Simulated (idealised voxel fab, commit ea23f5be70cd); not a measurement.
process module | voxel gate over fins
cross-section cut | 210 nm wide | cells 5 nm
A cross-section is a grid of square cells, given in bands from the top down. A band is one or more rows of cells.
Each band's line starts with the height of the band's top and of its bottom, in nm. Then come its materials from left to right, each with its width in nm. One material with "throughout" fills the band from edge to edge. "air" is empty space.
Height 0 is the level under which the wafer as received is all one material. The lowest band goes on downwards, as in "0 down".
A width such as "30 to 40" changes by the same amount from each row of cells to the next, from the band's top row to its bottom row.
"no change" after a step means that no cell of the cross-section changed.
closed voids: empty space of 8 cells or more with no open way to the top, each as width x height at its distance from the left edge, in nm
after a step's settings: what the simulator itself notes on the step
overlay nm, on a step with a mask: how far to the right of its planned place the mask lay; to the left if negative
plan
1 op RECEIVE | material Si
2 op CONFORMAL_DEP | material SiN | thk nm 10
3 op MASKED_ETCH | tone cover | mask id FINS | width nm 15 | pitch nm 40 | etch materials SiN | depth nm 10 | overlay nm 0
4 op MASKED_ETCH | tone cover | mask id FINS | width nm 15 | pitch nm 40 | etch materials Si | depth nm 35 | overlay nm 0
5 op OXIDIZE | depth nm 5
6 op FILL_DEP | material SiO2 | thk nm 15
7 op CMP | height nm 10
8 op SELECTIVE_ETCH | etch materials SiO2 | depth nm 20
9 op STRIP | etch materials SiN
10 op CONFORMAL_DEP | material HfO2 | thk nm 5
11 op CONFORMAL_DEP | material TiN | thk nm 5
12 op FILL_DEP | material W | thk nm 15
13 op CMP | height nm 20
14 op CONFORMAL_DEP | material SiN | thk nm 5
as received, after step 1
  0 down: Si throughout
  closed voids: none
a wafer at the end: this start, this plan, one mistake
  25 to 20: SiN throughout
  20 to 10: W throughout
  10 to 5: W 70 | TiN 25 | W 15 | TiN 25 | W 75
  5 to 0: W 70 | TiN 5 | HfO2 15 | TiN 5 | W 15 | TiN 5 | HfO2 15 | TiN 5 | W 75
  0 to -5: TiN 65 | W 5 | TiN 5 | HfO2 5 | Si 5 | HfO2 5 | TiN 5 | W 15 | TiN 5 | HfO2 5 | Si 5 | HfO2 5 | TiN 5 | W 5 | TiN 70
  -5 to -10: HfO2 60 | TiN 5 | W 5 | TiN 5 | HfO2 5 | Si 5 | HfO2 5 | TiN 5 | W 15 | TiN 5 | HfO2 5 | Si 5 | HfO2 5 | TiN 5 | W 5 | TiN 5 | HfO2 65
  -10 to -15: SiO2 55 | HfO2 5 | TiN 15 | HfO2 5 | Si 5 | HfO2 5 | TiN 25 | HfO2 5 | Si 5 | HfO2 5 | TiN 15 | HfO2 5 | SiO2 60
  -15 to -20: SiO2 55 | HfO2 25 | Si 5 | HfO2 35 | Si 5 | HfO2 25 | SiO2 60
  -20 to -40: SiO2 80 | Si 5 | SiO2 35 | Si 5 | SiO2 85
  -40 down: Si throughout
  closed voids: none
what went wrong: steps 8 and 9 were swapped
